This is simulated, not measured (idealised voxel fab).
The document below concerns the process module designated voxel gate over fins.
We display cut, a cross-section 160 nm in width whose square cells are each 5 nm.
Cross-section format: a grid of square cells, given as bands from top to bottom; each band is one or more rows of cells. Quick guide to a band line: top height, bottom height (nm) up front; then every material left to right with its width in nm. Only one material and it's marked "all across"? Then it fills the band edge to edge. And "blank" just means empty space. Note: height 0 marks the level under which the wafer is uniformly one material as received. Lowest band unbounded below, written "top 0, no bottom". Width: "30..40" (first number = top row, second number = bottom row, same change from row to row of cells). "no alterations made", as given for a step, is the statement that not any cell of the cross-section underwent a change during that step. Empty spaces counting at least 8 cells and having no open way to the top are listed in "Unvented internal voids". The notation width x height at distance is used for each, the distance being from the left edge and all three values in nm. Whatever follows a step's settings on its line is a remark the simulator itself makes about that step. When a step includes a mask, the "overlay nm" setting on its line states how far to the right of its planned place that mask lay, and negative values state how far to the left.
[Process steps foreseen in the plan]
1: RECEIVE [material Si]
2: CONFORMAL_DEP [material SiN] [thk nm 5]
3: PATTERN [tone cover] [mask id FINS] [material resist] [width nm 15] [pitch nm 50] [thk nm 15] [overlay nm 0]
4: DIRECTIONAL_ETCH [etch materials SiN] [depth nm 5]
5: DIRECTIONAL_ETCH [etch materials Si] [depth nm 40]
6: STRIP [etch materials resist]
7: FILL_DEP [material SiO2] [thk nm 15]
8: CMP [height nm 5]
9: DIRECTIONAL_DEP [material aC] [thk nm 15]
10: PATTERN [tone open] [mask id RAIL] [material resist] [width nm 15] [thk nm 30] [overlay nm 0]
11: DIRECTIONAL_ETCH [etch materials aC] [depth nm 15]
12: STRIP [etch materials resist]
13: DIRECTIONAL_ETCH [etch materials SiO2] [depth nm 40]
14: STRIP [etch materials aC]
15: CONFORMAL_DEP [material TiN] [thk nm 5]
16: FILL_DEP [material Ru] [thk nm 5]
17: CMP [height nm 5]
18: SELECTIVE_ETCH [etch materials W Ru TiN] [depth nm 25]
19: FILL_DEP [material SiO2] [thk nm 5]
20: CMP [height nm 5]
21: SELECTIVE_ETCH [etch materials SiO2] [depth nm 15]
22: STRIP [etch materials SiN]
23: CONFORMAL_DEP [material HfO2] [thk nm 5]
24: CONFORMAL_DEP [material TiN] [thk nm 5]
25: CONFORMAL_DEP [material TiAl] [thk nm 5]
26: CONFORMAL_DEP [material TiN] [thk nm 5]
27: FILL_DEP [material W] [thk nm 15]
28: CMP [height nm 30]
29: CONFORMAL_DEP [material SiCN] [thk nm 10]
[Incoming wafer, cross-sectional view, post step 1]
	top 0, no bottom  Si all across
	Unvented internal voids: none
[As-planned run: cross-section of the first of two wafers at end of module]
	top 40, bottom 30  SiCN all across
	top 30, bottom 20  W all across
	top 20, bottom 15  TiN (155); W (5)
	top 15, bottom 10  TiN (5); TiAl (45); TiN (5); TiAl (45); TiN (5); TiAl (45); TiN (5); W (5)
	top 10, bottom 5  TiN (5); TiAl (5); TiN (35); TiAl (5); TiN (5); TiAl (5); TiN (35); TiAl (5); TiN (5); TiAl (5); TiN (35); TiAl (5); TiN (10)
	top 5, bottom 0  TiAl (10); TiN (5); HfO2 (25); TiN (5); TiAl (15); TiN (5); HfO2 (25); TiN (5); TiAl (15); TiN (5); HfO2 (25); TiN (5); TiAl (15)
	top 0, bottom -5  TiN (15); HfO2 (5); Si (15); HfO2 (5); TiN (25); HfO2 (5); Si (15); HfO2 (5); TiN (25); HfO2 (5); Si (15); HfO2 (5); TiN (20)
	top -5, bottom -10  HfO2 (20); Si (15); HfO2 (35); Si (15); HfO2 (35); Si (15); HfO2 (25)
	top -10, bottom -20  SiO2 (20); Si (15); SiO2 (35); Si (15); SiO2 (35); Si (15); SiO2 (25)
	top -20, bottom -30  SiO2 (20); Si (15); SiO2 (10); TiN (5); Ru (5); TiN (5); SiO2 (10); Si (15); SiO2 (35); Si (15); SiO2 (25)
	top -30, bottom -35  SiO2 (20); Si (15); SiO2 (10); TiN (15); SiO2 (10); Si (15); SiO2 (35); Si (15); SiO2 (25)
	top -35, bottom -40  SiO2 (20); Si (15); SiO2 (35); Si (15); SiO2 (35); Si (15); SiO2 (25)
	top -40, no bottom  Si all across
	Unvented internal voids: none
[Now the second wafer, cross-sectioned at the end of the module. Nothing different at the start, nothing different in the plan compared with the first, just one mistake when it was actually run]
	top 40, bottom 30  SiCN all across
	top 30, bottom 20  W all across
	top 20, bottom 15  TiN (155); W (5)
	top 15, bottom 10  TiN (5); TiAl (45); TiN (5); TiAl (45); TiN (5); TiAl (45); TiN (5); W (5)
	top 10, bottom 5  TiN (5); TiAl (5); TiN (35); TiAl (5); TiN (5); TiAl (5); TiN (35); TiAl (5); TiN (5); TiAl (5); TiN (35); TiAl (5); TiN (5); W (5)
	top 5, bottom 0  TiN (5); TiAl (5); TiN (5); HfO2 (25); TiN (5); TiAl (5); TiN (5); TiAl (5); TiN (5); HfO2 (25); TiN (5); TiAl (5); TiN (5); TiAl (5); TiN (5); HfO2 (25); TiN (5); TiAl (5); TiN (5); W (5)
	top 0, bottom -5  TiN (5); TiAl (5); TiN (5); HfO2 (5); Si (15); HfO2 (5); TiN (5); TiAl (5); TiN (5); TiAl (5); TiN (5); HfO2 (5); Si (15); HfO2 (5); TiN (5); TiAl (5); TiN (5); TiAl (5); TiN (5); HfO2 (5); Si (15); HfO2 (5); TiN (5); TiAl (5); TiN (5); W (5)
	top -5, bottom -10  TiN (5); TiAl (5); TiN (5); HfO2 (5); Si (15); HfO2 (5); TiN (5); TiAl (15); TiN (5); HfO2 (5); Si (15); HfO2 (5); TiN (5); TiAl (5); TiN (5); TiAl (5); TiN (5); HfO2 (5); Si (15); HfO2 (5); TiN (5); TiAl (5); TiN (10)
	top -10, bottom -15  TiAl (10); TiN (5); HfO2 (5); Si (15); HfO2 (5); TiN (25); HfO2 (5); Si (15); HfO2 (5); TiN (5); TiAl (15); TiN (5); HfO2 (5); Si (15); HfO2 (5); TiN (5); TiAl (15)
	top -15, bottom -20  TiN (15); HfO2 (5); Si (15); HfO2 (35); Si (15); HfO2 (5); TiN (25); HfO2 (5); Si (15); HfO2 (5); TiN (20)
	top -20, bottom -25  HfO2 (20); Si (15); HfO2 (10); TiN (5); Ru (5); TiN (5); HfO2 (10); Si (15); HfO2 (35); Si (15); HfO2 (25)
	top -25, bottom -30  SiO2 (20); Si (15); SiO2 (10); TiN (5); Ru (5); TiN (5); SiO2 (10); Si (15); SiO2 (35); Si (15); SiO2 (25)
	top -30, bottom -35  SiO2 (20); Si (15); SiO2 (10); TiN (15); SiO2 (10); Si (15); SiO2 (35); Si (15); SiO2 (25)
	top -35, bottom -40  SiO2 (20); Si (15); SiO2 (35); Si (15); SiO2 (35); Si (15); SiO2 (25)
	top -40, no bottom  Si all across
	Unvented internal voids: none
The plan and the run diverged here: execution of plan step 21 occurred twice
At the finish, the second wafer shows more or fewer cells for some materials than the first does: +20 HfO2, -66 SiO2, +16 TiAl, +27 TiN, +3 W
